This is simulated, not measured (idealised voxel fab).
Process module heading - voxel self aligned vias
Cross-section cut spans 300 nm and uses square cells 5 nm in size.
Cross-section spec: square-cell grid; bands listed top down; each band is one or more rows. The entry gives the band's vertical extent as a top height and a bottom height in nm, then its horizontal make-up as materials from left to right, each with a width in nm. "blank" stands for empty space; a single material marked "everywhere" fills the band edge to edge. It should be noted that heights are counted from 0, beneath which the wafer as supplied is of one material throughout, and that the lowest band possesses no lower boundary but continues downward, as written in "0 -> down". It should be noted that a width expressed as "30..40" varies in equal increments from row to row of cells within the band, taking the value of the first number at the top row and that of the second number at the bottom row. Where a step carries "nothing different", the cross-section came out of it unchanged, cell for cell. This entry, "Cavities, sealed", enumerates those empty regions of no fewer than 8 cells that possess no open connection to the top. Each region is reported in the form width x height at distance, the distance being taken from the left edge, with all three quantities expressed in nm. Past the settings on a step's line: simulator remark, on that step. overlay nm: for a step with a mask, the amount by which the mask lay right of where it was planned; a negative amount means left of it.
-- Here's what the planned process steps look like
1: RECEIVE: material Si
2: CONFORMAL_DEP: material SiO2, thk nm 15
3: CONFORMAL_DEP: material SiCN, thk nm 5
4: DIRECTIONAL_DEP: material SiO2, thk nm 30
5: MASKED_ETCH: tone open, mask id LINES, width nm 30, pitch nm 55, etch materials SiO2, depth nm 30, overlay nm 0
6: CONFORMAL_DEP: material TiN, thk nm 5
7: FILL_DEP: material Ru, thk nm 10
8: CMP: height nm 50
9: SELECTIVE_ETCH: etch materials W Ru TiN, depth nm 10
10: FILL_DEP: material SiN, thk nm 5
11: CMP: height nm 50
12: DIRECTIONAL_DEP: material SiO2, thk nm 15
13: PATTERN: tone open, mask id VIAS, material resist, width nm 40, pitch nm 110, thk nm 20, overlay nm 0
14: DIRECTIONAL_ETCH: etch materials SiO2, depth nm 15
15: DIRECTIONAL_ETCH: etch materials SiN, depth nm 10
16: STRIP: etch materials resist
17: CONFORMAL_DEP: material TiN, thk nm 5
18: FILL_DEP: material Cu, thk nm 5
19: CMP: height nm 65
20: CONFORMAL_DEP: material SiN, thk nm 5
-- Below: the first of two wafers, run as planned
-- This is the cross-section of the wafer as we received it, i.e. after step 1
0 -> down = Si everywhere
Cavities, sealed: none
-- Wafer after step 2 (cross-section)
15 -> 0 = SiO2 everywhere
Under the height 0 nothing was changed.
-- Wafer after step 3 (cross-section)
20 -> 15 = SiCN everywhere
Under the height 15 nothing was changed.
-- Wafer after step 4 (cross-section)
50 -> 20 = SiO2 everywhere
Under the height 20 nothing was changed.
-- Wafer after step 5 (cross-section)
50 -> 20 = 80 of SiO2 / 30 of blank / 25 of SiO2 / 30 of blank / 25 of SiO2 / 30 of blank / 80 of SiO2
Under the height 20 nothing was changed.
-- Wafer after step 6 (cross-section)
55 -> 50 = 85 of TiN / 20 of blank / 35 of TiN / 20 of blank / 35 of TiN / 20 of blank / 85 of TiN
50 -> 25 = 80 of SiO2 / 5 of TiN / 20 of blank / 5 of TiN / 25 of SiO2 / 5 of TiN / 20 of blank / 5 of TiN / 25 of SiO2 / 5 of TiN / 20 of blank / 5 of TiN / 80 of SiO2
25 -> 20 = 80 of SiO2 / 30 of TiN / 25 of SiO2 / 30 of TiN / 25 of SiO2 / 30 of TiN / 80 of SiO2
Under the height 20 nothing was changed.
-- Wafer after step 7 (cross-section)
65 -> 55 = Ru everywhere
55 -> 50 = 85 of TiN / 20 of Ru / 35 of TiN / 20 of Ru / 35 of TiN / 20 of Ru / 85 of TiN
50 -> 25 = 80 of SiO2 / 5 of TiN / 20 of Ru / 5 of TiN / 25 of SiO2 / 5 of TiN / 20 of Ru / 5 of TiN / 25 of SiO2 / 5 of TiN / 20 of Ru / 5 of TiN / 80 of SiO2
Under the height 25 nothing was changed.
-- Wafer after step 8 (cross-section)
50 -> 25 = 80 of SiO2 / 5 of TiN / 20 of Ru / 5 of TiN / 25 of SiO2 / 5 of TiN / 20 of Ru / 5 of TiN / 25 of SiO2 / 5 of TiN / 20 of Ru / 5 of TiN / 80 of SiO2
Under the height 25 nothing was changed.
-- Wafer after step 9 (cross-section)
50 -> 40 = 80 of SiO2 / 30 of blank / 25 of SiO2 / 30 of blank / 25 of SiO2 / 30 of blank / 80 of SiO2
Under the height 40 nothing was changed.
-- Wafer after step 10 (cross-section)
55 -> 50 = SiN everywhere
50 -> 40 = 80 of SiO2 / 30 of SiN / 25 of SiO2 / 30 of SiN / 25 of SiO2 / 30 of SiN / 80 of SiO2
Under the height 40 nothing was changed.
-- Wafer after step 11 (cross-section)
50 -> 40 = 80 of SiO2 / 30 of SiN / 25 of SiO2 / 30 of SiN / 25 of SiO2 / 30 of SiN / 80 of SiO2
Under the height 40 nothing was changed.
-- Wafer after step 12 (cross-section)
65 -> 50 = SiO2 everywhere
Under the height 50 nothing was changed.
-- Wafer after step 13 (cross-section)
85 -> 65 = 75 of resist / 40 of blank / 70 of resist / 40 of blank / 75 of resist
Under the height 65 nothing was changed.
-- Wafer after step 14 (cross-section)
85 -> 65 = 75 of resist / 40 of blank / 70 of resist / 40 of blank / 75 of resist
65 -> 50 = 75 of SiO2 / 40 of blank / 70 of SiO2 / 40 of blank / 75 of SiO2
Under the height 50 nothing was changed.
-- Wafer after step 15 (cross-section)
85 -> 65 = 75 of resist / 40 of blank / 70 of resist / 40 of blank / 75 of resist
65 -> 50 = 75 of SiO2 / 40 of blank / 70 of SiO2 / 40 of blank / 75 of SiO2
50 -> 40 = 80 of SiO2 / 30 of blank / 25 of SiO2 / 30 of SiN / 25 of SiO2 / 30 of blank / 80 of SiO2
Under the height 40 nothing was changed.
-- Wafer after step 16 (cross-section)
65 -> 50 = 75 of SiO2 / 40 of blank / 70 of SiO2 / 40 of blank / 75 of SiO2
Under the height 50 nothing was changed.
-- Wafer after step 17 (cross-section)
70 -> 65 = 80 of TiN / 30 of blank / 80 of TiN / 30 of blank / 80 of TiN
65 -> 55 = 75 of SiO2 / 5 of TiN / 30 of blank / 5 of TiN / 70 of SiO2 / 5 of TiN / 30 of blank / 5 of TiN / 75 of SiO2
55 -> 50 = 75 of SiO2 / 10 of TiN / 20 of blank / 10 of TiN / 70 of SiO2 / 10 of TiN / 20 of blank / 10 of TiN / 75 of SiO2
50 -> 45 = 80 of SiO2 / 5 of TiN / 20 of blank / 5 of TiN / 25 of SiO2 / 30 of SiN / 25 of SiO2 / 5 of TiN / 20 of blank / 5 of TiN / 80 of SiO2
45 -> 40 = 80 of SiO2 / 30 of TiN / 25 of SiO2 / 30 of SiN / 25 of SiO2 / 30 of TiN / 80 of SiO2
Under the height 40 nothing was changed.
-- Wafer after step 18 (cross-section)
75 -> 70 = Cu everywhere
70 -> 65 = 80 of TiN / 30 of Cu / 80 of TiN / 30 of Cu / 80 of TiN
65 -> 55 = 75 of SiO2 / 5 of TiN / 30 of Cu / 5 of TiN / 70 of SiO2 / 5 of TiN / 30 of Cu / 5 of TiN / 75 of SiO2
55 -> 50 = 75 of SiO2 / 10 of TiN / 20 of Cu / 10 of TiN / 70 of SiO2 / 10 of TiN / 20 of Cu / 10 of TiN / 75 of SiO2
50 -> 45 = 80 of SiO2 / 5 of TiN / 20 of Cu / 5 of TiN / 25 of SiO2 / 30 of SiN / 25 of SiO2 / 5 of TiN / 20 of Cu / 5 of TiN / 80 of SiO2
Under the height 45 nothing was changed.
-- Wafer after step 19 (cross-section)
65 -> 55 = 75 of SiO2 / 5 of TiN / 30 of Cu / 5 of TiN / 70 of SiO2 / 5 of TiN / 30 of Cu / 5 of TiN / 75 of SiO2
Under the height 55 nothing was changed.
-- Wafer after step 20 (cross-section)
70 -> 65 = SiN everywhere
Under the height 65 nothing was changed.
-- Second wafer - shared start and plan with the first - one error in running - same as the first up to step 4 inclusive
-- Second wafer cross-section, taken as of the time the plan sets for step 5 to be done
50 -> 20 = 80 of SiO2 / 35 of blank / 20 of SiO2 / 35 of blank / 20 of SiO2 / 35 of blank / 75 of SiO2
Under the height 20 nothing was changed.
-- Second wafer cross-section, taken as of the time the plan sets for step 6 to be done
55 -> 50 = 85 of TiN / 25 of blank / 30 of TiN / 25 of blank / 30 of TiN / 25 of blank / 80 of TiN
50 -> 25 = 80 of SiO2 / 5 of TiN / 25 of blank / 5 of TiN / 20 of SiO2 / 5 of TiN / 25 of blank / 5 of TiN / 20 of SiO2 / 5 of TiN / 25 of blank / 5 of TiN / 75 of SiO2
25 -> 20 = 80 of SiO2 / 35 of TiN / 20 of SiO2 / 35 of TiN / 20 of SiO2 / 35 of TiN / 75 of SiO2
Under the height 20 nothing was changed.
-- Second wafer cross-section, taken as of the time the plan sets for step 7 to be done
65 -> 55 = Ru everywhere
55 -> 50 = 85 of TiN / 25 of Ru / 30 of TiN / 25 of Ru / 30 of TiN / 25 of Ru / 80 of TiN
50 -> 25 = 80 of SiO2 / 5 of TiN / 25 of Ru / 5 of TiN / 20 of SiO2 / 5 of TiN / 25 of Ru / 5 of TiN / 20 of SiO2 / 5 of TiN / 25 of Ru / 5 of TiN / 75 of SiO2
Under the height 25 nothing was changed.
-- Second wafer cross-section, taken as of the time the plan sets for step 8 to be done
50 -> 25 = 80 of SiO2 / 5 of TiN / 25 of Ru / 5 of TiN / 20 of SiO2 / 5 of TiN / 25 of Ru / 5 of TiN / 20 of SiO2 / 5 of TiN / 25 of Ru / 5 of TiN / 75 of SiO2
Under the height 25 nothing was changed.
-- Second wafer cross-section, taken as of the time the plan sets for step 9 to be done
50 -> 40 = 80 of SiO2 / 35 of blank / 20 of SiO2 / 35 of blank / 20 of SiO2 / 35 of blank / 75 of SiO2
Under the height 40 nothing was changed.
-- Second wafer cross-section, taken as of the time the plan sets for step 10 to be done
55 -> 50 = SiN everywhere
50 -> 40 = 80 of SiO2 / 35 of SiN / 20 of SiO2 / 35 of SiN / 20 of SiO2 / 35 of SiN / 75 of SiO2
Under the height 40 nothing was changed.
-- Second wafer cross-section, taken as of the time the plan sets for step 11 to be done
50 -> 40 = 80 of SiO2 / 35 of SiN / 20 of SiO2 / 35 of SiN / 20 of SiO2 / 35 of SiN / 75 of SiO2
Under the height 40 nothing was changed.
-- Second wafer cross-section, taken as of the time the plan sets for step 12 to be done
65 -> 50 = SiO2 everywhere
Under the height 50 nothing was changed.
-- Second wafer cross-section, taken as of the time the plan sets for step 13 to be done
85 -> 65 = 75 of resist / 40 of blank / 70 of resist / 40 of blank / 75 of resist
Under the height 65 nothing was changed.
-- Second wafer cross-section, taken as of the time the plan sets for step 14 to be done
85 -> 65 = 75 of resist / 40 of blank / 70 of resist / 40 of blank / 75 of resist
65 -> 50 = 75 of SiO2 / 40 of blank / 70 of SiO2 / 40 of blank / 75 of SiO2
Under the height 50 nothing was changed.
-- Second wafer cross-section, taken as of the time the plan sets for step 15 to be done
85 -> 65 = 75 of resist / 40 of blank / 70 of resist / 40 of blank / 75 of resist
65 -> 50 = 75 of SiO2 / 40 of blank / 70 of SiO2 / 40 of blank / 75 of SiO2
50 -> 40 = 80 of SiO2 / 35 of blank / 20 of SiO2 / 35 of SiN / 20 of SiO2 / 35 of blank / 75 of SiO2
Under the height 40 nothing was changed.
-- Second wafer cross-section, taken as of the time the plan sets for step 16 to be done
65 -> 50 = 75 of SiO2 / 40 of blank / 70 of SiO2 / 40 of blank / 75 of SiO2
Under the height 50 nothing was changed.
-- Second wafer cross-section, taken as of the time the plan sets for step 17 to be done
70 -> 65 = 80 of TiN / 30 of blank / 80 of TiN / 30 of blank / 80 of TiN
65 -> 55 = 75 of SiO2 / 5 of TiN / 30 of blank / 5 of TiN / 70 of SiO2 / 5 of TiN / 30 of blank / 5 of TiN / 75 of SiO2
55 -> 50 = 75 of SiO2 / 10 of TiN / 25 of blank / 5 of TiN / 70 of SiO2 / 10 of TiN / 25 of blank / 5 of TiN / 75 of SiO2
50 -> 45 = 80 of SiO2 / 5 of TiN / 25 of blank / 5 of TiN / 20 of SiO2 / 35 of SiN / 20 of SiO2 / 5 of TiN / 25 of blank / 5 of TiN / 75 of SiO2
45 -> 40 = 80 of SiO2 / 35 of TiN / 20 of SiO2 / 35 of SiN / 20 of SiO2 / 35 of TiN / 75 of SiO2
Under the height 40 nothing was changed.
-- Second wafer cross-section, taken as of the time the plan sets for step 18 to be done
75 -> 70 = Cu everywhere
70 -> 65 = 80 of TiN / 30 of Cu / 80 of TiN / 30 of Cu / 80 of TiN
65 -> 55 = 75 of SiO2 / 5 of TiN / 30 of Cu / 5 of TiN / 70 of SiO2 / 5 of TiN / 30 of Cu / 5 of TiN / 75 of SiO2
55 -> 50 = 75 of SiO2 / 10 of TiN / 25 of Cu / 5 of TiN / 70 of SiO2 / 10 of TiN / 25 of Cu / 5 of TiN / 75 of SiO2
50 -> 45 = 80 of SiO2 / 5 of TiN / 25 of Cu / 5 of TiN / 20 of SiO2 / 35 of SiN / 20 of SiO2 / 5 of TiN / 25 of Cu / 5 of TiN / 75 of SiO2
Under the height 45 nothing was changed.
-- Second wafer cross-section, taken as of the time the plan sets for step 19 to be done
65 -> 55 = 75 of SiO2 / 5 of TiN / 30 of Cu / 5 of TiN / 70 of SiO2 / 5 of TiN / 30 of Cu / 5 of TiN / 75 of SiO2
Under the height 55 nothing was changed.
-- Second wafer cross-section, taken as of the time the plan sets for step 20 to be done
70 -> 65 = SiN everywhere
Under the height 65 nothing was changed.
Finding, execution versus plan: step 5 was not run as planned; what actually ran was MASKED_ETCH: tone open, mask id LINES, width nm 35, pitch nm 55, etch materials SiO2, depth nm 30, overlay nm 0
It is noted that, at the conclusion of processing, the second wafer exhibits a higher or lower cell count for certain materials relative to the first: +4 Cu | +9 Ru | +2 SiN | -18 SiO2 | +3 TiN
